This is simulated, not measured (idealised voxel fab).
process module | voxel trench capacitor
cross-section cut | 245 nm wide | cells 5 nm
A cross-section is a grid of square cells, given in bands from the top down. A band is one or more rows of cells.
Each band's line starts with the height of the band's top and of its bottom, in nm. Then come its materials from left to right, each with its width in nm. One material with "throughout" fills the band from edge to edge. "air" is empty space.
Height 0 is the level under which the wafer as received is all one material. The lowest band goes on downwards, as in "0 down".
A width such as "30 to 40" changes by the same amount from each row of cells to the next, from the band's top row to its bottom row.
"no change" after a step means that no cell of the cross-section changed.
closed voids: empty space of 8 cells or more with no open way to the top, each as width x height at its distance from the left edge, in nm
after a step's settings: what the simulator itself notes on the step
overlay nm, on a step with a mask: how far to the right of its planned place the mask lay; to the left if negative
plan
1 op RECEIVE | material Si
2 op CONFORMAL_DEP | material SiN | thk nm 5
3 op PATTERN | tone open | mask id TRENCH | material resist | width nm 25 | pitch nm 45 | thk nm 20 | overlay nm 0
4 op DIRECTIONAL_ETCH | etch materials SiN | depth nm 5
5 op DIRECTIONAL_ETCH | etch materials Si | depth nm 35
6 op STRIP | etch materials resist
7 op CONFORMAL_DEP | material HfO2 | thk nm 5
8 op CONFORMAL_DEP | material TiN | thk nm 5
9 op FILL_DEP | material W | thk nm 5
10 op CMP | height nm 5
as received, after step 1
  0 down: Si throughout
  closed voids: none
a wafer at the end: this start, this plan, one mistake
  5 to 0: W 55 | TiN 5 | HfO2 5 | SiN 25 | HfO2 5 | TiN 10 | HfO2 5 | SiN 25 | HfO2 5 | TiN 10 | HfO2 5 | SiN 25 | HfO2 5 | TiN 5 | W 55
  0 to -25: W 55 | TiN 5 | HfO2 5 | Si 25 | HfO2 5 | TiN 10 | HfO2 5 | Si 25 | HfO2 5 | TiN 10 | HfO2 5 | Si 25 | HfO2 5 | TiN 5 | W 55
  -25 to -30: TiN 60 | HfO2 5 | Si 25 | HfO2 5 | TiN 10 | HfO2 5 | Si 25 | HfO2 5 | TiN 10 | HfO2 5 | Si 25 | HfO2 5 | TiN 60
  -30 to -35: HfO2 65 | Si 25 | HfO2 20 | Si 25 | HfO2 20 | Si 25 | HfO2 65
  -35 down: Si throughout
  closed voids: none
what went wrong: step 3 ran as: op PATTERN | tone cover | mask id TRENCH | material resist | width nm 25 | pitch nm 45 | thk nm 20 | overlay nm 0
